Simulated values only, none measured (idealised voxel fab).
Title: Process Module voxel trench capacitor
190 nm wide, 5 nm square cells: that's cross-section cut.
How to read a cross-section here: the picture is a grid of square cells, written as bands going from the top down, and any band can span one or more rows of cells.
What a band's entry tells you: where the top is and where the bottom is, as heights in nm, and after that what lies inside, material by material from left to right, each with its width in nm. Empty space is written as the word "blank", and a single material marked with the word "throughout" occupies the band from edge to edge.
The level at which height equals 0 is the one under which the wafer, as it arrives, is entirely one material. No lower edge exists for the bottom band, which continues downward and is notated as in "from 0 down".
With a width like "30..40", each row of cells in the band differs from the next by the same amount, the top row carrying the first number and the bottom row the second.
Where the words "everything unchanged" appear for a step, the cross-section shows no cell changed by that step; every cell remained as before.
Under "Completely sealed voids" you'll find the enclosed gaps, the ones with no way out to the top, that are 8 cells or bigger; each reads width x height at distance, with distance counted from the left edge, everything in nm.
Where a step's line continues beyond its settings, the continuation is a remark by the simulator itself on that step.
overlay nm: on a step with a mask, how far right of its planned place the mask lay; negative means left.
[Set out below are the planned steps of the process]
1. RECEIVE,material Si
2. CONFORMAL_DEP,material SiN,thk nm 5
3. DIRECTIONAL_DEP,material aC,thk nm 15
4. PATTERN,tone open,mask id TRENCH,material resist,width nm 15,pitch nm 40,thk nm 35,overlay nm 0
5. DIRECTIONAL_ETCH,etch materials aC,depth nm 15
6. STRIP,etch materials resist
7. DIRECTIONAL_ETCH,etch materials SiN,depth nm 5
8. DIRECTIONAL_ETCH,etch materials Si,depth nm 30
9. STRIP,etch materials aC
10. CONFORMAL_DEP,material HfO2,thk nm 5
11. CONFORMAL_DEP,material TiN,thk nm 5
12. FILL_DEP,material W,thk nm 10
13. CMP,height nm 5
Wafers differ in width nm at step 4; plan lists the first wafer's value; identical starting state.
[The as-received cross-section of the first of several wafers corresponds to the state after step 1]
from 0 down  Si throughout
Completely sealed voids: none
[each wafer at the end: cells of each material gained (+) or lost (-) since it was received, then its closed voids]
width nm 15; +30 HfO2; -36 Si; +32 SiN; +12 TiN; Completely sealed voids: none
width nm 20; +32 HfO2; -48 Si; +30 SiN; +24 TiN; Completely sealed voids: none
width nm 25; +34 HfO2; -60 Si; +28 SiN; +26 TiN; +10 W; Completely sealed voids: none
